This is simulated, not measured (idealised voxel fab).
The following process module bears the name voxel capacitor over wiring.
Shown is cross-section cut, with a width of 205 nm and square cells of size 5 nm.
Format of a cross-section: grid, square cells. Given as bands. Order: top down. Band: one or more rows of cells.
Quick guide to a band line: top height, bottom height (nm) up front; then every material left to right with its width in nm. Only one material and it's marked "all across"? Then it fills the band edge to edge. And "empty" just means empty space.
Measure heights from 0. That's the level where, below it, the as-received wafer is all one material. The lowest band is bottomless and extends downward; write it as in "0 -> down".
Per-row width for "30 to 40": begins at first number (top row of band), ends at second number (bottom row), increment between rows held constant.
Given "nothing different" for a step, no cell of the cross-section differs between before and after that step.
"Closed void list": empty spaces of 8 cells or more with no open way to the top, each given as width x height at distance, distance from the left edge, all in nm.
Note: text after step settings on the step line = simulator remark on that step.
"overlay nm" answers the question of how far to the right of plan the mask lay on a step that has a mask, and when it is negative the answer is to the left.
# Intended process steps
- 1: RECEIVE: material Si
- 2: CONFORMAL_DEP: material SiO2, thk nm 15
- 3: CONFORMAL_DEP: material SiCN, thk nm 5
- 4: DIRECTIONAL_DEP: material lowk, thk nm 25
- 5: PATTERN: tone open, mask id METAL_1, material resist, width nm 20, pitch nm 80, thk nm 15, overlay nm 0
- 6: DIRECTIONAL_ETCH: etch materials lowk, depth nm 25
- 7: DIRECTIONAL_ETCH: etch materials SiCN, depth nm 5
- 8: STRIP: etch materials resist
- 9: CONFORMAL_DEP: material TiN, thk nm 5
- 10: FILL_DEP: material Cu, thk nm 10
- 11: CMP: height nm 45
- 12: CONFORMAL_DEP: material SiCN, thk nm 5
- 13: DIRECTIONAL_DEP: material SiO2, thk nm 15
- 14: MASKED_ETCH: tone open, mask id PLUG_1, width nm 15, etch materials SiO2, depth nm 15, overlay nm 0
- 15: MASKED_ETCH: tone open, mask id PLUG_1, width nm 15, etch materials SiCN, depth nm 5, overlay nm 0
- 16: EPI: material Ru, thk nm 10
- 17: EPI: material Ru, thk nm 10
- 18: DIRECTIONAL_DEP: material TiN, thk nm 5
- 19: DIRECTIONAL_DEP: material SiN, thk nm 5
- 20: DIRECTIONAL_DEP: material TiN, thk nm 10
- 21: DIRECTIONAL_DEP: material aC, thk nm 10
- 22: PATTERN: tone cover, mask id UPPER_PLATE, material resist, width nm 55, thk nm 25, overlay nm 0
- 23: DIRECTIONAL_ETCH: etch materials aC, depth nm 10
- 24: STRIP: etch materials resist
- 25: DIRECTIONAL_ETCH: etch materials TiN, depth nm 10
- 26: DIRECTIONAL_ETCH: etch materials SiN, depth nm 5
- 27: STRIP: etch materials aC
- 28: PATTERN: tone cover, mask id LOWER_PLATE, material resist, width nm 65, thk nm 20, overlay nm 0
- 29: DIRECTIONAL_ETCH: etch materials TiN, depth nm 5
- 30: STRIP: etch materials resist
- 31: FILL_DEP: material SiO2, thk nm 15
- 32: CMP: height nm 95
- 33: PATTERN: tone open, mask id PLUG_2, material resist, width nm 15, thk nm 15, overlay nm 0
- 34: DIRECTIONAL_ETCH: etch materials SiO2, depth nm 10
- 35: STRIP: etch materials resist
- 36: CONFORMAL_DEP: material TiN, thk nm 5
- 37: FILL_DEP: material Cu, thk nm 5
- 38: CMP: height nm 95
- 39: CONFORMAL_DEP: material SiN, thk nm 5
The plan's step 5 width nm is the first wafer's value; the wafers differ in this setting and start identical.
# Step 1 complete: as-received cross-section of the first of several wafers
* 0 -> down = Si all across
* Closed void list: none
# Here is how to read the rows: every wafer has a row, and it shows the wafer at the end of the module, giving for each material how many cells were gained (+) or lost (-) since the wafer was received, then listing its closed voids
width nm 20 | +21 Cu | +12 Ru | +71 SiCN | +52 SiN | +431 SiO2 | +68 TiN | +165 lowk | Closed void list: none
width nm 25 | +31 Cu | +12 Ru | +69 SiCN | +52 SiN | +431 SiO2 | +70 TiN | +155 lowk | Closed void list: none
width nm 30 | +41 Cu | +12 Ru | +67 SiCN | +52 SiN | +431 SiO2 | +72 TiN | +145 lowk | Closed void list: none
width nm 35 | +51 Cu | +12 Ru | +65 SiCN | +52 SiN | +431 SiO2 | +74 TiN | +135 lowk | Closed void list: none
width nm 40 | +61 Cu | +12 Ru | +63 SiCN | +52 SiN | +431 SiO2 | +76 TiN | +125 lowk | Closed void list: none
width nm 45 | +71 Cu | +12 Ru | +61 SiCN | +52 SiN | +431 SiO2 | +78 TiN | +115 lowk | Closed void list: none
